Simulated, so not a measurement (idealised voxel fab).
The process module that follows is named voxel quadruple lines.
Square cells of 5 nm make up the cross-section cut, whose width is 290 nm.
Cross-section, as written here: a square-cell grid given band by band from the top down, where a band holds one or more rows of cells. Top, bottom (nm), then materials left to right with widths (nm); lone material tagged "throughout" fills the whole band edge to edge; "air" = empty space. Height datum 0, below which the as-received substrate wafer is one material. Lowest band open at the bottom, running downward: "top 0, no bottom". Width "30..40": first value at the band's top row of cells, second value at its bottom row, equal change from row to row. No cell of the cross-section changed in a step that is given as "no modifications". "Trapped void list" contains a list of empty spaces, each no smaller than 8 cells and without an open way to the top, written in the form width x height at distance with the distance from the left edge and all three in nm. Whatever follows a step's settings on its line is a remark the simulator itself makes about that step. Each step line may optionally specify "overlay nm", which for a step with a mask gives the rightward distance between the mask's planned place and where it lay, a negative value indicating the leftward direction.
-- Below is the list of planned process steps
| 1 | RECEIVE: material Si |
| 2 | CONFORMAL_DEP: material Al2O3, thk nm 10 |
| 3 | DIRECTIONAL_DEP: material Ru, thk nm 10 |
| 4 | DIRECTIONAL_DEP: material polySi, thk nm 20 |
| 5 | DIRECTIONAL_DEP: material aC, thk nm 20 |
| 6 | PATTERN: tone cover, mask id MANDREL, material resist, width nm 25, thk nm 25, overlay nm -15 |
| 7 | DIRECTIONAL_ETCH: etch materials aC, depth nm 20 |
| 8 | STRIP: etch materials resist |
| 9 | CONFORMAL_DEP: material SiO2, thk nm 15 |
| 10 | DIRECTIONAL_ETCH: etch materials SiO2, depth nm 15 |
| 11 | STRIP: etch materials aC |
| 12 | DIRECTIONAL_ETCH: etch materials polySi, depth nm 20 |
| 13 | STRIP: etch materials SiO2 |
| 14 | CONFORMAL_DEP: material SiN, thk nm 5 |
| 15 | DIRECTIONAL_ETCH: etch materials SiN, depth nm 5 |
| 16 | STRIP: etch materials polySi |
| 17 | DIRECTIONAL_ETCH: etch materials Ru, depth nm 10 |
| 18 | STRIP: etch materials SiN |
Variable across wafers: step 6 overlay nm (plan value is that of the first wafer; starting state common to all).
-- first wafer as received, after step 1
* top 0, no bottom = Si throughout
* Trapped void list: none
-- Quick key for the table: a row per wafer, taken at the end of the module. For each material it tells you how many cells the wafer gained (+) or lost (-) since it came in, and the closed voids come after
overlay nm -15 | +116 Al2O3 | +8 Ru | Trapped void list: none
overlay nm -10 | +116 Al2O3 | +8 Ru | Trapped void list: none
overlay nm -5 | +116 Al2O3 | +8 Ru | Trapped void list: none
overlay nm 0 | +116 Al2O3 | +8 Ru | Trapped void list: none
overlay nm 5 | +116 Al2O3 | +8 Ru | Trapped void list: none
overlay nm 10 | +116 Al2O3 | +8 Ru | Trapped void list: none
overlay nm 15 | +116 Al2O3 | +8 Ru | Trapped void list: none
